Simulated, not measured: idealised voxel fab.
process module | voxel fin reveal
cross-section cut | 160 nm wide | cells 5 nm
A cross-section is a grid of square cells, given in bands from the top down. A band is one or more rows of cells.
Each band's line starts with the height of the band's top and of its bottom, in nm. Then come its materials from left to right, each with its width in nm. One material with "throughout" fills the band from edge to edge. "air" is empty space.
Height 0 is the level under which the wafer as received is all one material. The lowest band goes on downwards, as in "0 down".
A width such as "30 to 40" changes by the same amount from each row of cells to the next, from the band's top row to its bottom row.
"no change" after a step means that no cell of the cross-section changed.
closed voids: empty space of 8 cells or more with no open way to the top, each as width x height at its distance from the left edge, in nm
after a step's settings: what the simulator itself notes on the step
overlay nm, on a step with a mask: how far to the right of its planned place the mask lay; to the left if negative
plan
1 op RECEIVE | material Si
2 op CONFORMAL_DEP | material SiN | thk nm 5
3 op MASKED_ETCH | tone cover | mask id FINS | width nm 15 | pitch nm 45 | etch materials SiN | depth nm 5 | overlay nm 0
4 op MASKED_ETCH | tone cover | mask id FINS | width nm 15 | pitch nm 45 | etch materials Si | depth nm 30 | overlay nm 0
5 op OXIDIZE | depth nm 5
6 op FILL_DEP | material SiO2 | thk nm 10
7 op CMP | height nm 5
8 op SELECTIVE_ETCH | etch materials SiO2 | depth nm 25
9 op STRIP | etch materials SiN
10 op CONFORMAL_DEP | material SiO2 | thk nm 5
first wafer, as planned
as received, after step 1
  0 down: Si throughout
  closed voids: none
after step 2
  5 to 0: SiN throughout
  below 0: unchanged
after step 3
  5 to 0: air 50 | SiN 15 | air 30 | SiN 15 | air 50
  below 0: unchanged
after step 4
  5 to 0: air 50 | SiN 15 | air 30 | SiN 15 | air 50
  0 to -30: air 50 | Si 15 | air 30 | Si 15 | air 50
  below -30: unchanged
after step 5
  5 to 0: air 50 | SiN 15 | air 30 | SiN 15 | air 50
  0 to -30: air 50 | SiO2 5 | Si 5 | SiO2 5 | air 30 | SiO2 5 | Si 5 | SiO2 5 | air 50
  -30 to -35: SiO2 55 | Si 5 | SiO2 40 | Si 5 | SiO2 55
  below -35: unchanged
after step 6
  15 to 5: SiO2 throughout
  5 to 0: SiO2 50 | SiN 15 | SiO2 30 | SiN 15 | SiO2 50
  0 to -35: SiO2 55 | Si 5 | SiO2 40 | Si 5 | SiO2 55
  below -35: unchanged
after step 7
  5 to 0: SiO2 50 | SiN 15 | SiO2 30 | SiN 15 | SiO2 50
  below 0: unchanged
after step 8
  5 to 0: air 50 | SiN 15 | air 30 | SiN 15 | air 50
  0 to -20: air 55 | Si 5 | air 40 | Si 5 | air 55
  below -20: unchanged
after step 9
  0 to -20: air 55 | Si 5 | air 40 | Si 5 | air 55
  below -20: unchanged
after step 10
  5 to 0: air 50 | SiO2 15 | air 30 | SiO2 15 | air 50
  0 to -15: air 50 | SiO2 5 | Si 5 | SiO2 5 | air 30 | SiO2 5 | Si 5 | SiO2 5 | air 50
  -15 to -35: SiO2 55 | Si 5 | SiO2 40 | Si 5 | SiO2 55
  below -35: unchanged
second wafer: like start, like plan, one mistake. Through step 1 it matches the first wafer
when step 2 should have ended: no change
when step 3 should have ended: no change
when step 4 should have ended
  0 to -30: air 50 | Si 15 | air 30 | Si 15 | air 50
  below -30: unchanged
when step 5 should have ended
  0 to -5: air 50 | SiO2 15 | air 30 | SiO2 15 | air 50
  -5 to -30: air 50 | SiO2 5 | Si 5 | SiO2 5 | air 30 | SiO2 5 | Si 5 | SiO2 5 | air 50
  -30 to -35: SiO2 55 | Si 5 | SiO2 40 | Si 5 | SiO2 55
  below -35: unchanged
when step 6 should have ended
  10 to -5: SiO2 throughout
  -5 to -35: SiO2 55 | Si 5 | SiO2 40 | Si 5 | SiO2 55
  below -35: unchanged
when step 7 should have ended
  5 to -5: SiO2 throughout
  below -5: unchanged
when step 8 should have ended
  -5 to -20: air 55 | Si 5 | air 40 | Si 5 | air 55
  below -20: unchanged
when step 9 should have ended: no change
when step 10 should have ended
  0 to -5: air 50 | SiO2 15 | air 30 | SiO2 15 | air 50
  -5 to -15: air 50 | SiO2 5 | Si 5 | SiO2 5 | air 30 | SiO2 5 | Si 5 | SiO2 5 | air 50
  -15 to -35: SiO2 55 | Si 5 | SiO2 40 | Si 5 | SiO2 55
  below -35: unchanged
what went wrong: step 2 was left out
at the end the second wafer has, in cells: 2 fewer of Si | 4 fewer of SiO2
